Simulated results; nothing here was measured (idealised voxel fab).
Process module under the name voxel fin reveal
For reference, the cross-section in this document is cut, with width 155 nm and square cells of 5 nm.
Each cross-section below is a grid of square cells, stated as bands in top-down order, with one or more rows of cells making up each band.
The band entry comprises the height of the band's top followed by the height of its bottom, expressed in nm, and subsequently the band's materials from left to right, each stated together with its width in nm. Where a single material is marked with the word "all across", that material fills the band from edge to edge. The word "empty" represents empty space.
The reference from which all heights are counted is 0, the level beneath which the as-received wafer is entirely one material; the lowest band, having no lower bound, proceeds downward and is written after the example "top 0, no bottom".
Top row gets the first number, bottom row gets the second, and each row in between changes by the same step: that is how a band width like "30 to 40" works.
No cell of the cross-section changed in a step that is given as "nothing got changed".
"Unvented voids": sealed empty spaces, 8 cells or more, no open way to top, listed width x height at distance, with distance from the left edge and width, height and distance in nm.
after a step's settings: what the simulator itself notes on the step
If you see "overlay nm" on a step's line and that step has a mask, it's telling you how far right of where it was planned the mask ended up; a negative number means it went left instead.
PROCESS STEPS FORESEEN IN THE PLAN
1,RECEIVE | material Si
2,CONFORMAL_DEP | material SiN | thk nm 5
3,MASKED_ETCH | tone cover | mask id FINS | width nm 15 | pitch nm 40 | etch materials SiN | depth nm 5 | overlay nm 0
4,MASKED_ETCH | tone cover | mask id FINS | width nm 15 | pitch nm 40 | etch materials Si | depth nm 35 | overlay nm 0
5,OXIDIZE | depth nm 5
6,FILL_DEP | material SiO2 | thk nm 10
7,CMP | height nm 5
8,SELECTIVE_ETCH | etch materials SiO2 | depth nm 30
9,STRIP | etch materials SiN
SHOWN IN CROSS-SECTION IS THE WAFER AS RECEIVED, THAT IS, AS IT STANDS AFTER STEP 1
  top 0, no bottom  Si all across
  Unvented voids: none
FINAL WAFER PROFILE IN CROSS-SECTION AFTER THE MODULE, FROM THE SAME START AND PLAN AS ABOVE, WITH ONE MISTAKE MADE DURING PROCESSING
  top -5, bottom -25  empty 35, Si 5, empty 35, Si 5, empty 35, Si 5, empty 35
  top -25, bottom -40  SiO2 35, Si 5, SiO2 35, Si 5, SiO2 35, Si 5, SiO2 35
  top -40, no bottom  Si all across
  Unvented voids: none
Short version of what went wrong: the plan's step 2 was left out and never carried out
